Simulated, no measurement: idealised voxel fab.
Process module under the name voxel capacitor over wiring
Cross-sectional view cut (width: 190 nm; square cell size: 5 nm).
Cross-section = grid of square cells, listed top down in bands; band = one or more rows. Quick guide to a band line: top height, bottom height (nm) up front; then every material left to right with its width in nm. Only one material and it's marked "throughout"? Then it fills the band edge to edge. And "blank" just means empty space. Convention: height 0 is the level below which the wafer, as received, is all one material. The lowest band does not terminate at the bottom but continues downward, represented as "0 -> down". When a width is written as two numbers, as in "30..40", the first number is the width in the top row of cells of the band and the second is the width in its bottom row, and the width changes by the same amount from each row to the next. Basically "nothing altered" means that step didn't change any cell in the cross-section. In "Enclosed internal cavities" the enclosed voids are listed, meaning empty spaces of 8 cells or larger without any opening to the top. The form is width x height at distance, distance from the left edge, units nm. Formally, on a step line, whatever follows the settings is a remark that the simulator itself makes on the step. "overlay nm" denotes, for a step that has a mask, the displacement of the mask to the right of its planned place, with negative values corresponding to the left.

# The planned process steps are enumerated hereunder
1: RECEIVE: material Si
2: CONFORMAL_DEP: material SiO2, thk nm 10
3: CONFORMAL_DEP: material SiCN, thk nm 5
4: DIRECTIONAL_DEP: material SiO2, thk nm 20
5: MASKED_ETCH: tone open, mask id METAL_1, width nm 25, pitch nm 75, etch materials SiO2, depth nm 20, overlay nm 0
6: MASKED_ETCH: tone open, mask id METAL_1, width nm 25, pitch nm 75, etch materials SiCN, depth nm 5, overlay nm 0
7: CONFORMAL_DEP: material TiN, thk nm 5
8: FILL_DEP: material Ru, thk nm 10
9: CMP: height nm 35
10: CONFORMAL_DEP: material SiCN, thk nm 5
11: DIRECTIONAL_DEP: material SiO2, thk nm 10
12: PATTERN: tone open, mask id PLUG_1, material resist, width nm 15, thk nm 15, overlay nm 0
13: DIRECTIONAL_ETCH: etch materials SiO2, depth nm 20
14: DIRECTIONAL_ETCH: etch materials SiCN, depth nm 5
15: STRIP: etch materials resist
16: EPI: material Ru, thk nm 10
17: EPI: material Ru, thk nm 10
18: EPI: material Ru, thk nm 5
19: DIRECTIONAL_DEP: material TiN, thk nm 5
20: DIRECTIONAL_DEP: material SiN, thk nm 5
21: DIRECTIONAL_DEP: material TiN, thk nm 10
22: DIRECTIONAL_DEP: material aC, thk nm 10
23: PATTERN: tone cover, mask id UPPER_PLATE, material resist, width nm 55, thk nm 30, overlay nm 0
24: DIRECTIONAL_ETCH: etch materials aC, depth nm 10
25: STRIP: etch materials resist
26: DIRECTIONAL_ETCH: etch materials TiN, depth nm 10
27: DIRECTIONAL_ETCH: etch materials SiN, depth nm 5
28: STRIP: etch materials aC
29: DIRECTIONAL_DEP: material aC, thk nm 10
30: PATTERN: tone cover, mask id LOWER_PLATE, material resist, width nm 65, thk nm 30, overlay nm 0
31: DIRECTIONAL_ETCH: etch materials aC, depth nm 10
32: STRIP: etch materials resist
33: DIRECTIONAL_ETCH: etch materials TiN, depth nm 5
34: STRIP: etch materials aC
35: FILL_DEP: material SiO2, thk nm 20
36: CMP: height nm 95
37: MASKED_ETCH: tone open, mask id PLUG_2, width nm 15, etch materials SiO2, depth nm 15, overlay nm 0
38: CONFORMAL_DEP: material TiN, thk nm 5
39: FILL_DEP: material Ru, thk nm 5
40: CMP: height nm 95
41: CONFORMAL_DEP: material SiN, thk nm 5
Wafer-to-wafer difference: thk nm, step 11. Common start. Plan = first wafer's value.

# The first of several wafers, as received after step 1, seen in section
0 -> down | Si throughout
Enclosed internal cavities: none

# The cross-section of the first of several wafers is given below for the end of the module, after its final step, step 41
100 -> 95 | SiN throughout
95 -> 85 | SiO2=65 | TiN=5 | Ru=5 | TiN=5 | SiO2=110
85 -> 80 | SiO2=65 | TiN=15 | SiO2=110
80 -> 70 | SiO2=55 | TiN=25 | SiO2=110
70 -> 65 | SiO2=55 | SiN=25 | TiN=30 | SiO2=80
65 -> 60 | SiO2=50 | TiN=60 | SiO2=80
60 -> 55 | SiO2=45 | Ru=35 | SiN=30 | SiO2=80
55 -> 50 | SiO2=45 | Ru=35 | TiN=35 | SiO2=75
50 -> 40 | SiO2=55 | Ru=15 | SiO2=120
40 -> 35 | SiCN=55 | Ru=15 | SiCN=120
35 -> 15 | SiO2=45 | TiN=5 | Ru=15 | TiN=5 | SiO2=50 | TiN=5 | Ru=15 | TiN=5 | SiO2=45
15 -> 10 | SiCN=45 | TiN=25 | SiCN=50 | TiN=25 | SiCN=45
10 -> 0 | SiO2 throughout
0 -> down | Si throughout
Enclosed internal cavities: none

# Wafer cross-section (last wafer, module end)
100 -> 95 | SiN throughout
95 -> 85 | SiO2=65 | TiN=45 | SiO2=80
85 -> 80 | SiO2=65 | TiN=5 | SiN=40 | SiO2=80
80 -> 75 | SiO2=50 | TiN=5 | SiO2=15 | TiN=45 | SiO2=75
75 -> 65 | SiO2=55 | TiN=15 | SiO2=120
65 -> 60 | SiO2=55 | SiN=15 | SiO2=120
60 -> 55 | SiO2=55 | TiN=15 | SiO2=120
55 -> 40 | SiO2 throughout
40 -> 35 | SiCN throughout
35 -> 15 | SiO2=45 | TiN=5 | Ru=15 | TiN=5 | SiO2=50 | TiN=5 | Ru=15 | TiN=5 | SiO2=45
15 -> 10 | SiCN=45 | TiN=25 | SiCN=50 | TiN=25 | SiCN=45
10 -> 0 | SiO2 throughout
0 -> down | Si throughout
Enclosed internal cavities: none

# For your reference, the table is organized with a row per wafer; each row reflects the wafer at the end of the module, indicating for each material the cells gained (+) or lost (-) since receipt, and thereafter its closed voids
thk nm 10; +49 Ru; +63 SiCN; +49 SiN; +531 SiO2; +68 TiN; Enclosed internal cavities: none
thk nm 15; +43 Ru; +63 SiCN; +49 SiN; +537 SiO2; +68 TiN; Enclosed internal cavities: none
thk nm 20; +41 Ru; +63 SiCN; +49 SiN; +539 SiO2; +68 TiN; Enclosed internal cavities: none
thk nm 25; +25 Ru; +66 SiCN; +49 SiN; +553 SiO2; +67 TiN; Enclosed internal cavities: none
thk nm 30; +24 Ru; +66 SiCN; +49 SiN; +555 SiO2; +66 TiN; Enclosed internal cavities: none
thk nm 35; +24 Ru; +66 SiCN; +49 SiN; +557 SiO2; +64 TiN; Enclosed internal cavities: none
